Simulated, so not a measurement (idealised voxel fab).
You're looking at the process module voxel wiring stack.
It is cross-section cut that appears here, measuring 285 nm in width, its square cells being 5 nm in size.
A cross-section is a grid of square cells, given in bands from the top down. A band is one or more rows of cells.
Band: top height; bottom height; in nm. Then, left to right: material with width in nm, for each material. "full width": a single material spanning edge to edge. "empty": empty space.
Height reference: 0 = level under which incoming wafer is all one material. Lowest band: no bottom, runs on downward, e.g. "from 0 down".
It should be noted that a width expressed as "30->40" varies in equal increments from row to row of cells within the band, taking the value of the first number at the top row and that of the second number at the bottom row.
"all unchanged" means the step left every cell of the cross-section as it was.
Each empty space that has no open way to the top and spans at least 8 cells appears under "Fully enclosed voids" as width x height at distance, the distance counted from the left edge, all in nm.
The remark found on a step's line after its settings is issued by the simulator itself and pertains to that step.
"overlay nm" on a masked step: distance the mask lay right of its planned place, negative for left.
Process steps foreseen in the plan:
1,RECEIVE,material Si
2,CONFORMAL_DEP,material SiO2,thk nm 15
3,CONFORMAL_DEP,material SiN,thk nm 5
4,DIRECTIONAL_DEP,material SiO2,thk nm 20
5,PATTERN,tone open,mask id METAL_1,material resist,width nm 20,pitch nm 45,thk nm 20,overlay nm 0
6,DIRECTIONAL_ETCH,etch materials SiO2,depth nm 20
7,DIRECTIONAL_ETCH,etch materials SiN,depth nm 5
8,STRIP,etch materials resist
9,CONFORMAL_DEP,material TiN,thk nm 5
10,FILL_DEP,material Cu,thk nm 10
11,CMP,height nm 40
12,CONFORMAL_DEP,material SiCN,thk nm 5
13,DIRECTIONAL_DEP,material lowk,thk nm 15
14,DIRECTIONAL_DEP,material aC,thk nm 10
15,PATTERN,tone open,mask id PLUG_1,material resist,width nm 15,pitch nm 90,thk nm 30,overlay nm 0
16,DIRECTIONAL_ETCH,etch materials aC,depth nm 10
17,STRIP,etch materials resist
18,DIRECTIONAL_ETCH,etch materials lowk,depth nm 15
19,DIRECTIONAL_ETCH,etch materials SiCN,depth nm 5
20,STRIP,etch materials aC
21,CONFORMAL_DEP,material TiN,thk nm 5
22,FILL_DEP,material Ru,thk nm 5
23,CMP,height nm 60
24,CONFORMAL_DEP,material SiCN,thk nm 5
25,DIRECTIONAL_DEP,material lowk,thk nm 15
26,MASKED_ETCH,tone open,mask id METAL_2,width nm 20,pitch nm 45,etch materials lowk,depth nm 15,overlay nm 0
27,MASKED_ETCH,tone open,mask id METAL_2,width nm 20,pitch nm 45,etch materials SiCN,depth nm 5,overlay nm 0
28,CONFORMAL_DEP,material TiN,thk nm 5
29,FILL_DEP,material Cu,thk nm 5
30,CMP,height nm 80
31,EPI,material Ru,thk nm 5
32,FILL_DEP,material SiCN,thk nm 5
First of the two wafers, run per plan:
Received-state cross-section, reflecting completion of step 1:
  from 0 down | Si full width
  Fully enclosed voids: none
Upon completion of step 2, the wafer appears in cross-section as shown:
  from 15 to 0 | SiO2 full width
  Everything below 0 is unchanged.
Upon completion of step 3, the wafer appears in cross-section as shown:
  from 20 to 15 | SiN full width
  Everything below 15 is unchanged.
Upon completion of step 4, the wafer appears in cross-section as shown:
  from 40 to 20 | SiO2 full width
  Everything below 20 is unchanged.
Upon completion of step 5, the wafer appears in cross-section as shown:
  from 60 to 40 | 85 nm resist / 20 nm empty / 25 nm resist / 20 nm empty / 25 nm resist / 20 nm empty / 90 nm resist
  Everything below 40 is unchanged.
Upon completion of step 6, the wafer appears in cross-section as shown:
  from 60 to 40 | 85 nm resist / 20 nm empty / 25 nm resist / 20 nm empty / 25 nm resist / 20 nm empty / 90 nm resist
  from 40 to 20 | 85 nm SiO2 / 20 nm empty / 25 nm SiO2 / 20 nm empty / 25 nm SiO2 / 20 nm empty / 90 nm SiO2
  Everything below 20 is unchanged.
Upon completion of step 7, the wafer appears in cross-section as shown:
  from 60 to 40 | 85 nm resist / 20 nm empty / 25 nm resist / 20 nm empty / 25 nm resist / 20 nm empty / 90 nm resist
  from 40 to 20 | 85 nm SiO2 / 20 nm empty / 25 nm SiO2 / 20 nm empty / 25 nm SiO2 / 20 nm empty / 90 nm SiO2
  from 20 to 15 | 85 nm SiN / 20 nm empty / 25 nm SiN / 20 nm empty / 25 nm SiN / 20 nm empty / 90 nm SiN
  Everything below 15 is unchanged.
Upon completion of step 8, the wafer appears in cross-section as shown:
  from 40 to 20 | 85 nm SiO2 / 20 nm empty / 25 nm SiO2 / 20 nm empty / 25 nm SiO2 / 20 nm empty / 90 nm SiO2
  Everything below 20 is unchanged.
Upon completion of step 9, the wafer appears in cross-section as shown:
  from 45 to 40 | 90 nm TiN / 10 nm empty / 35 nm TiN / 10 nm empty / 35 nm TiN / 10 nm empty / 95 nm TiN
  from 40 to 20 | 85 nm SiO2 / 5 nm TiN / 10 nm empty / 5 nm TiN / 25 nm SiO2 / 5 nm TiN / 10 nm empty / 5 nm TiN / 25 nm SiO2 / 5 nm TiN / 10 nm empty / 5 nm TiN / 90 nm SiO2
  from 20 to 15 | 85 nm SiN / 20 nm TiN / 25 nm SiN / 20 nm TiN / 25 nm SiN / 20 nm TiN / 90 nm SiN
  Everything below 15 is unchanged.
Upon completion of step 10, the wafer appears in cross-section as shown:
  from 55 to 45 | Cu full width
  from 45 to 40 | 90 nm TiN / 10 nm Cu / 35 nm TiN / 10 nm Cu / 35 nm TiN / 10 nm Cu / 95 nm TiN
  from 40 to 20 | 85 nm SiO2 / 5 nm TiN / 10 nm Cu / 5 nm TiN / 25 nm SiO2 / 5 nm TiN / 10 nm Cu / 5 nm TiN / 25 nm SiO2 / 5 nm TiN / 10 nm Cu / 5 nm TiN / 90 nm SiO2
  Everything below 20 is unchanged.
Upon completion of step 11, the wafer appears in cross-section as shown:
  from 40 to 20 | 85 nm SiO2 / 5 nm TiN / 10 nm Cu / 5 nm TiN / 25 nm SiO2 / 5 nm TiN / 10 nm Cu / 5 nm TiN / 25 nm SiO2 / 5 nm TiN / 10 nm Cu / 5 nm TiN / 90 nm SiO2
  Everything below 20 is unchanged.
Upon completion of step 12, the wafer appears in cross-section as shown:
  from 45 to 40 | SiCN full width
  Everything below 40 is unchanged.
Upon completion of step 13, the wafer appears in cross-section as shown:
  from 60 to 45 | lowk full width
  Everything below 45 is unchanged.
Upon completion of step 14, the wafer appears in cross-section as shown:
  from 70 to 60 | aC full width
  Everything below 60 is unchanged.
Upon completion of step 15, the wafer appears in cross-section as shown:
  from 100 to 70 | 85 nm resist / 15 nm empty / 75 nm resist / 15 nm empty / 95 nm resist
  Everything below 70 is unchanged.
Upon completion of step 16, the wafer appears in cross-section as shown:
  from 90 to 70 | 85 nm resist / 15 nm empty / 75 nm resist / 15 nm empty / 95 nm resist
  from 70 to 60 | 85 nm aC / 15 nm empty / 75 nm aC / 15 nm empty / 95 nm aC
  Everything below 60 is unchanged.
Upon completion of step 17, the wafer appears in cross-section as shown:
  from 70 to 60 | 85 nm aC / 15 nm empty / 75 nm aC / 15 nm empty / 95 nm aC
  Everything below 60 is unchanged.
Upon completion of step 18, the wafer appears in cross-section as shown:
  from 70 to 60 | 85 nm aC / 15 nm empty / 75 nm aC / 15 nm empty / 95 nm aC
  from 60 to 45 | 85 nm lowk / 15 nm empty / 75 nm lowk / 15 nm empty / 95 nm lowk
  Everything below 45 is unchanged.
Upon completion of step 19, the wafer appears in cross-section as shown:
  from 70 to 60 | 85 nm aC / 15 nm empty / 75 nm aC / 15 nm empty / 95 nm aC
  from 60 to 45 | 85 nm lowk / 15 nm empty / 75 nm lowk / 15 nm empty / 95 nm lowk
  from 45 to 40 | 85 nm SiCN / 15 nm empty / 75 nm SiCN / 15 nm empty / 95 nm SiCN
  Everything below 40 is unchanged.
Upon completion of step 20, the wafer appears in cross-section as shown:
  from 60 to 45 | 85 nm lowk / 15 nm empty / 75 nm lowk / 15 nm empty / 95 nm lowk
  Everything below 45 is unchanged.
Upon completion of step 21, the wafer appears in cross-section as shown:
  from 65 to 60 | 90 nm TiN / 5 nm empty / 85 nm TiN / 5 nm empty / 100 nm TiN
  from 60 to 45 | 85 nm lowk / 5 nm TiN / 5 nm empty / 5 nm TiN / 75 nm lowk / 5 nm TiN / 5 nm empty / 5 nm TiN / 95 nm lowk
  from 45 to 40 | 85 nm SiCN / 15 nm TiN / 75 nm SiCN / 15 nm TiN / 95 nm SiCN
  Everything below 40 is unchanged.
Upon completion of step 22, the wafer appears in cross-section as shown:
  from 70 to 65 | Ru full width
  from 65 to 60 | 90 nm TiN / 5 nm Ru / 85 nm TiN / 5 nm Ru / 100 nm TiN
  from 60 to 45 | 85 nm lowk / 5 nm TiN / 5 nm Ru / 5 nm TiN / 75 nm lowk / 5 nm TiN / 5 nm Ru / 5 nm TiN / 95 nm lowk
  Everything below 45 is unchanged.
Upon completion of step 23, the wafer appears in cross-section as shown:
  from 60 to 45 | 85 nm lowk / 5 nm TiN / 5 nm Ru / 5 nm TiN / 75 nm lowk / 5 nm TiN / 5 nm Ru / 5 nm TiN / 95 nm lowk
  Everything below 45 is unchanged.
Upon completion of step 24, the wafer appears in cross-section as shown:
  from 65 to 60 | SiCN full width
  Everything below 60 is unchanged.
Upon completion of step 25, the wafer appears in cross-section as shown:
  from 80 to 65 | lowk full width
  Everything below 65 is unchanged.
Upon completion of step 26, the wafer appears in cross-section as shown:
  from 80 to 65 | 85 nm lowk / 20 nm empty / 25 nm lowk / 20 nm empty / 25 nm lowk / 20 nm empty / 90 nm lowk
  Everything below 65 is unchanged.
Upon completion of step 27, the wafer appears in cross-section as shown:
  from 80 to 65 | 85 nm lowk / 20 nm empty / 25 nm lowk / 20 nm empty / 25 nm lowk / 20 nm empty / 90 nm lowk
  from 65 to 60 | 85 nm SiCN / 20 nm empty / 25 nm SiCN / 20 nm empty / 25 nm SiCN / 20 nm empty / 90 nm SiCN
  Everything below 60 is unchanged.
Upon completion of step 28, the wafer appears in cross-section as shown:
  from 85 to 80 | 90 nm TiN / 10 nm empty / 35 nm TiN / 10 nm empty / 35 nm TiN / 10 nm empty / 95 nm TiN
  from 80 to 65 | 85 nm lowk / 5 nm TiN / 10 nm empty / 5 nm TiN / 25 nm lowk / 5 nm TiN / 10 nm empty / 5 nm TiN / 25 nm lowk / 5 nm TiN / 10 nm empty / 5 nm TiN / 90 nm lowk
  from 65 to 60 | 85 nm SiCN / 20 nm TiN / 25 nm SiCN / 20 nm TiN / 25 nm SiCN / 20 nm TiN / 90 nm SiCN
  Everything below 60 is unchanged.
Upon completion of step 29, the wafer appears in cross-section as shown:
  from 90 to 85 | Cu full width
  from 85 to 80 | 90 nm TiN / 10 nm Cu / 35 nm TiN / 10 nm Cu / 35 nm TiN / 10 nm Cu / 95 nm TiN
  from 80 to 65 | 85 nm lowk / 5 nm TiN / 10 nm Cu / 5 nm TiN / 25 nm lowk / 5 nm TiN / 10 nm Cu / 5 nm TiN / 25 nm lowk / 5 nm TiN / 10 nm Cu / 5 nm TiN / 90 nm lowk
  Everything below 65 is unchanged.
Upon completion of step 30, the wafer appears in cross-section as shown:
  from 80 to 65 | 85 nm lowk / 5 nm TiN / 10 nm Cu / 5 nm TiN / 25 nm lowk / 5 nm TiN / 10 nm Cu / 5 nm TiN / 25 nm lowk / 5 nm TiN / 10 nm Cu / 5 nm TiN / 90 nm lowk
  Everything below 65 is unchanged.
Upon completion of step 31, the wafer appears in cross-section as shown:
  from 85 to 80 | 80 nm empty / 30 nm Ru / 15 nm empty / 30 nm Ru / 15 nm empty / 30 nm Ru / 85 nm empty
  Everything below 80 is unchanged.
Upon completion of step 32, the wafer appears in cross-section as shown:
  from 90 to 85 | SiCN full width
  from 85 to 80 | 80 nm SiCN / 30 nm Ru / 15 nm SiCN / 30 nm Ru / 15 nm SiCN / 30 nm Ru / 85 nm SiCN
  Everything below 80 is unchanged.
Okay, second wafer. Nothing different at the start, nothing different in the plan, just one mistake somewhere in the running. As far as step 4, counting that step, it's the first wafer all over again:
Cross-section of the second wafer when, according to plan, step 5 should have finished:
  from 60 to 40 | 90 nm resist / 15 nm empty / 30 nm resist / 15 nm empty / 30 nm resist / 15 nm empty / 90 nm resist
  Everything below 40 is unchanged.
Cross-section of the second wafer when, according to plan, step 6 should have finished:
  from 60 to 40 | 90 nm resist / 15 nm empty / 30 nm resist / 15 nm empty / 30 nm resist / 15 nm empty / 90 nm resist
  from 40 to 20 | 90 nm SiO2 / 15 nm empty / 30 nm SiO2 / 15 nm empty / 30 nm SiO2 / 15 nm empty / 90 nm SiO2
  Everything below 20 is unchanged.
Cross-section of the second wafer when, according to plan, step 7 should have finished:
  from 60 to 40 | 90 nm resist / 15 nm empty / 30 nm resist / 15 nm empty / 30 nm resist / 15 nm empty / 90 nm resist
  from 40 to 20 | 90 nm SiO2 / 15 nm empty / 30 nm SiO2 / 15 nm empty / 30 nm SiO2 / 15 nm empty / 90 nm SiO2
  from 20 to 15 | 90 nm SiN / 15 nm empty / 30 nm SiN / 15 nm empty / 30 nm SiN / 15 nm empty / 90 nm SiN
  Everything below 15 is unchanged.
Cross-section of the second wafer when, according to plan, step 8 should have finished:
  from 40 to 20 | 90 nm SiO2 / 15 nm empty / 30 nm SiO2 / 15 nm empty / 30 nm SiO2 / 15 nm empty / 90 nm SiO2
  Everything below 20 is unchanged.
Cross-section of the second wafer when, according to plan, step 9 should have finished:
  from 45 to 40 | 95 nm TiN / 5 nm empty / 40 nm TiN / 5 nm empty / 40 nm TiN / 5 nm empty / 95 nm TiN
  from 40 to 20 | 90 nm SiO2 / 5 nm TiN / 5 nm empty / 5 nm TiN / 30 nm SiO2 / 5 nm TiN / 5 nm empty / 5 nm TiN / 30 nm SiO2 / 5 nm TiN / 5 nm empty / 5 nm TiN / 90 nm SiO2
  from 20 to 15 | 90 nm SiN / 15 nm TiN / 30 nm SiN / 15 nm TiN / 30 nm SiN / 15 nm TiN / 90 nm SiN
  Everything below 15 is unchanged.
Cross-section of the second wafer when, according to plan, step 10 should have finished:
  from 55 to 45 | Cu full width
  from 45 to 40 | 95 nm TiN / 5 nm Cu / 40 nm TiN / 5 nm Cu / 40 nm TiN / 5 nm Cu / 95 nm TiN
  from 40 to 20 | 90 nm SiO2 / 5 nm TiN / 5 nm Cu / 5 nm TiN / 30 nm SiO2 / 5 nm TiN / 5 nm Cu / 5 nm TiN / 30 nm SiO2 / 5 nm TiN / 5 nm Cu / 5 nm TiN / 90 nm SiO2
  Everything below 20 is unchanged.
Cross-section of the second wafer when, according to plan, step 11 should have finished:
  from 40 to 20 | 90 nm SiO2 / 5 nm TiN / 5 nm Cu / 5 nm TiN / 30 nm SiO2 / 5 nm TiN / 5 nm Cu / 5 nm TiN / 30 nm SiO2 / 5 nm TiN / 5 nm Cu / 5 nm TiN / 90 nm SiO2
  Everything below 20 is unchanged.
Cross-section of the second wafer when, according to plan, step 12 should have finished:
  from 45 to 40 | SiCN full width
  Everything below 40 is unchanged.
Cross-section of the second wafer when, according to plan, step 13 should have finished:
  from 60 to 45 | lowk full width
  Everything below 45 is unchanged.
Cross-section of the second wafer when, according to plan, step 14 should have finished:
  from 70 to 60 | aC full width
  Everything below 60 is unchanged.
Cross-section of the second wafer when, according to plan, step 15 should have finished:
  from 100 to 70 | 85 nm resist / 15 nm empty / 75 nm resist / 15 nm empty / 95 nm resist
  Everything below 70 is unchanged.
Cross-section of the second wafer when, according to plan, step 16 should have finished:
  from 90 to 70 | 85 nm resist / 15 nm empty / 75 nm resist / 15 nm empty / 95 nm resist
  from 70 to 60 | 85 nm aC / 15 nm empty / 75 nm aC / 15 nm empty / 95 nm aC
  Everything below 60 is unchanged.
Cross-section of the second wafer when, according to plan, step 17 should have finished:
  from 70 to 60 | 85 nm aC / 15 nm empty / 75 nm aC / 15 nm empty / 95 nm aC
  Everything below 60 is unchanged.
Cross-section of the second wafer when, according to plan, step 18 should have finished:
  from 70 to 60 | 85 nm aC / 15 nm empty / 75 nm aC / 15 nm empty / 95 nm aC
  from 60 to 45 | 85 nm lowk / 15 nm empty / 75 nm lowk / 15 nm empty / 95 nm lowk
  Everything below 45 is unchanged.
Cross-section of the second wafer when, according to plan, step 19 should have finished:
  from 70 to 60 | 85 nm aC / 15 nm empty / 75 nm aC / 15 nm empty / 95 nm aC
  from 60 to 45 | 85 nm lowk / 15 nm empty / 75 nm lowk / 15 nm empty / 95 nm lowk
  from 45 to 40 | 85 nm SiCN / 15 nm empty / 75 nm SiCN / 15 nm empty / 95 nm SiCN
  Everything below 40 is unchanged.
Cross-section of the second wafer when, according to plan, step 20 should have finished:
  from 60 to 45 | 85 nm lowk / 15 nm empty / 75 nm lowk / 15 nm empty / 95 nm lowk
  Everything below 45 is unchanged.
Cross-section of the second wafer when, according to plan, step 21 should have finished:
  from 65 to 60 | 90 nm TiN / 5 nm empty / 85 nm TiN / 5 nm empty / 100 nm TiN
  from 60 to 45 | 85 nm lowk / 5 nm TiN / 5 nm empty / 5 nm TiN / 75 nm lowk / 5 nm TiN / 5 nm empty / 5 nm TiN / 95 nm lowk
  from 45 to 40 | 85 nm SiCN / 15 nm TiN / 75 nm SiCN / 15 nm TiN / 95 nm SiCN
  Everything below 40 is unchanged.
Cross-section of the second wafer when, according to plan, step 22 should have finished:
  from 70 to 65 | Ru full width
  from 65 to 60 | 90 nm TiN / 5 nm Ru / 85 nm TiN / 5 nm Ru / 100 nm TiN
  from 60 to 45 | 85 nm lowk / 5 nm TiN / 5 nm Ru / 5 nm TiN / 75 nm lowk / 5 nm TiN / 5 nm Ru / 5 nm TiN / 95 nm lowk
  Everything below 45 is unchanged.
Cross-section of the second wafer when, according to plan, step 23 should have finished:
  from 60 to 45 | 85 nm lowk / 5 nm TiN / 5 nm Ru / 5 nm TiN / 75 nm lowk / 5 nm TiN / 5 nm Ru / 5 nm TiN / 95 nm lowk
  Everything below 45 is unchanged.
Cross-section of the second wafer when, according to plan, step 24 should have finished:
  from 65 to 60 | SiCN full width
  Everything below 60 is unchanged.
Cross-section of the second wafer when, according to plan, step 25 should have finished:
  from 80 to 65 | lowk full width
  Everything below 65 is unchanged.
Cross-section of the second wafer when, according to plan, step 26 should have finished:
  from 80 to 65 | 85 nm lowk / 20 nm empty / 25 nm lowk / 20 nm empty / 25 nm lowk / 20 nm empty / 90 nm lowk
  Everything below 65 is unchanged.
Cross-section of the second wafer when, according to plan, step 27 should have finished:
  from 80 to 65 | 85 nm lowk / 20 nm empty / 25 nm lowk / 20 nm empty / 25 nm lowk / 20 nm empty / 90 nm lowk
  from 65 to 60 | 85 nm SiCN / 20 nm empty / 25 nm SiCN / 20 nm empty / 25 nm SiCN / 20 nm empty / 90 nm SiCN
  Everything below 60 is unchanged.
Cross-section of the second wafer when, according to plan, step 28 should have finished:
  from 85 to 80 | 90 nm TiN / 10 nm empty / 35 nm TiN / 10 nm empty / 35 nm TiN / 10 nm empty / 95 nm TiN
  from 80 to 65 | 85 nm lowk / 5 nm TiN / 10 nm empty / 5 nm TiN / 25 nm lowk / 5 nm TiN / 10 nm empty / 5 nm TiN / 25 nm lowk / 5 nm TiN / 10 nm empty / 5 nm TiN / 90 nm lowk
  from 65 to 60 | 85 nm SiCN / 20 nm TiN / 25 nm SiCN / 20 nm TiN / 25 nm SiCN / 20 nm TiN / 90 nm SiCN
  Everything below 60 is unchanged.
Cross-section of the second wafer when, according to plan, step 29 should have finished:
  from 90 to 85 | Cu full width
  from 85 to 80 | 90 nm TiN / 10 nm Cu / 35 nm TiN / 10 nm Cu / 35 nm TiN / 10 nm Cu / 95 nm TiN
  from 80 to 65 | 85 nm lowk / 5 nm TiN / 10 nm Cu / 5 nm TiN / 25 nm lowk / 5 nm TiN / 10 nm Cu / 5 nm TiN / 25 nm lowk / 5 nm TiN / 10 nm Cu / 5 nm TiN / 90 nm lowk
  Everything below 65 is unchanged.
Cross-section of the second wafer when, according to plan, step 30 should have finished:
  from 80 to 65 | 85 nm lowk / 5 nm TiN / 10 nm Cu / 5 nm TiN / 25 nm lowk / 5 nm TiN / 10 nm Cu / 5 nm TiN / 25 nm lowk / 5 nm TiN / 10 nm Cu / 5 nm TiN / 90 nm lowk
  Everything below 65 is unchanged.
Cross-section of the second wafer when, according to plan, step 31 should have finished:
  from 85 to 80 | 80 nm empty / 30 nm Ru / 15 nm empty / 30 nm Ru / 15 nm empty / 30 nm Ru / 85 nm empty
  Everything below 80 is unchanged.
Cross-section of the second wafer when, according to plan, step 32 should have finished:
  from 90 to 85 | SiCN full width
  from 85 to 80 | 80 nm SiCN / 30 nm Ru / 15 nm SiCN / 30 nm Ru / 15 nm SiCN / 30 nm Ru / 85 nm SiCN
  Everything below 80 is unchanged.
The mistake made against the process plan was this: step 5 did not happen as planned, as run it was PATTERN,tone open,mask id METAL_1,material resist,width nm 15,pitch nm 45,thk nm 20,overlay nm 0
Final difference in cells, second wafer against first, listed per material as more or fewer: -12 Cu; +3 SiN; +12 SiO2; -3 TiN
